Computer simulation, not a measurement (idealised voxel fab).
Module name: voxel air gaps (process module)
Displayed cross-section: cut, width of 260 nm, square cells sized 5 nm.
Cross-section format: a grid of square cells, given as bands from top to bottom; each band is one or more rows of cells. The entry gives the band's vertical extent as a top height and a bottom height in nm, then its horizontal make-up as materials from left to right, each with a width in nm. "blank" stands for empty space; a single material marked "everywhere" fills the band edge to edge. The level at which height equals 0 is the one under which the wafer, as it arrives, is entirely one material. No lower edge exists for the bottom band, which continues downward and is notated as in "z 0 and below". Width "30..40": first value at the band's top row of cells, second value at its bottom row, equal change from row to row. "nothing changed" for a step: no cell of the cross-section changed in that step. Basically, "Unvented internal voids" tells you about the enclosed voids: empty spaces with no open way to the top, 8 cells or bigger, each written width x height at distance, where distance is from the left edge, all in nm. Read whatever lies past the settings on a step's line as the simulator's own remark about the step. overlay nm: mask offset rightward from planned place, masked step; negative means leftward offset.
List of planned process steps:
- 1: RECEIVE, material Si
- 2: CONFORMAL_DEP, material SiO2, thk nm 10
- 3: CONFORMAL_DEP, material SiCN, thk nm 5
- 4: DIRECTIONAL_DEP, material lowk, thk nm 40
- 5: DIRECTIONAL_DEP, material aC, thk nm 15
- 6: PATTERN, tone open, mask id LINES, material resist, width nm 25, pitch nm 50, thk nm 35, overlay nm 0
- 7: DIRECTIONAL_ETCH, etch materials aC, depth nm 15
- 8: STRIP, etch materials resist
- 9: DIRECTIONAL_ETCH, etch materials lowk, depth nm 40
- 10: STRIP, etch materials aC
- 11: CONFORMAL_DEP, material TiN, thk nm 5
- 12: FILL_DEP, material W, thk nm 5
- 13: CMP, height nm 55
- 14: EPI, material Ru, thk nm 10
- 15: SELECTIVE_ETCH, etch materials lowk, depth nm 50
- 16: CONFORMAL_DEP, material SiCN, thk nm 5
This is the cross-section of the wafer as we received it, i.e. after step 1:
- z 0 and below = Si everywhere
- Unvented internal voids: none
Sectioned view, first of two wafers, at the close of the module, processed as intended in the plan:
- z 70 to 65 = 25 of blank / 205 of SiCN / 30 of blank
- z 65 to 55 = 25 of blank / 5 of SiCN / 45 of Ru / 5 of SiCN / 45 of Ru / 5 of SiCN / 45 of Ru / 5 of SiCN / 45 of Ru / 5 of SiCN / 30 of blank
- z 55 to 50 = 25 of blank / 15 of SiCN / 5 of TiN / 15 of W / 5 of TiN / 25 of SiCN / 5 of TiN / 15 of W / 5 of TiN / 25 of SiCN / 5 of TiN / 15 of W / 5 of TiN / 25 of SiCN / 5 of TiN / 15 of W / 5 of TiN / 15 of SiCN / 30 of blank
- z 50 to 20 = 35 of blank / 5 of SiCN / 5 of TiN / 15 of W / 5 of TiN / 5 of SiCN / 15 of blank / 5 of SiCN / 5 of TiN / 15 of W / 5 of TiN / 5 of SiCN / 15 of blank / 5 of SiCN / 5 of TiN / 15 of W / 5 of TiN / 5 of SiCN / 15 of blank / 5 of SiCN / 5 of TiN / 15 of W / 5 of TiN / 5 of SiCN / 40 of blank
- z 20 to 15 = 40 of SiCN / 25 of TiN / 25 of SiCN / 25 of TiN / 25 of SiCN / 25 of TiN / 25 of SiCN / 25 of TiN / 45 of SiCN
- z 15 to 10 = SiCN everywhere
- z 10 to 0 = SiO2 everywhere
- z 0 and below = Si everywhere
- Unvented internal voids: 15 x 30 at 70; 15 x 30 at 120; 15 x 30 at 170
Second wafer cross-section at end of module - shared start and plan with the first, one mistake in the run:
- z 70 to 65 = 25 of blank / 205 of SiCN / 30 of blank
- z 65 to 55 = 25 of blank / 5 of SiCN / 45 of Ru / 5 of SiCN / 45 of Ru / 5 of SiCN / 45 of Ru / 5 of SiCN / 45 of Ru / 5 of SiCN / 30 of blank
- z 55 to 50 = 25 of blank / 15 of SiCN / 5 of TiN / 15 of W / 5 of TiN / 25 of SiCN / 5 of TiN / 15 of W / 5 of TiN / 25 of SiCN / 5 of TiN / 15 of W / 5 of TiN / 25 of SiCN / 5 of TiN / 15 of W / 5 of TiN / 15 of SiCN / 30 of blank
- z 50 to 25 = 35 of blank / 5 of SiCN / 5 of TiN / 15 of W / 5 of TiN / 5 of SiCN / 15 of blank / 5 of SiCN / 5 of TiN / 15 of W / 5 of TiN / 5 of SiCN / 15 of blank / 5 of SiCN / 5 of TiN / 15 of W / 5 of TiN / 5 of SiCN / 15 of blank / 5 of SiCN / 5 of TiN / 15 of W / 5 of TiN / 5 of SiCN / 40 of blank
- z 25 to 20 = 40 of SiCN / 25 of TiN / 25 of SiCN / 25 of TiN / 25 of SiCN / 25 of TiN / 25 of SiCN / 25 of TiN / 45 of SiCN
- z 20 to 15 = SiCN everywhere
- z 15 to 0 = SiO2 everywhere
- z 0 and below = Si everywhere
- Unvented internal voids: 15 x 25 at 70; 15 x 25 at 120; 15 x 25 at 170
The mistake made against the process plan was this: step 2 deviated from plan and actually ran as CONFORMAL_DEP, material SiO2, thk nm 15
FYI, end of process, the second wafer has more or fewer cells of some materials than the first: SiCN -8 | SiO2 +52 | TiN -8 | W -12
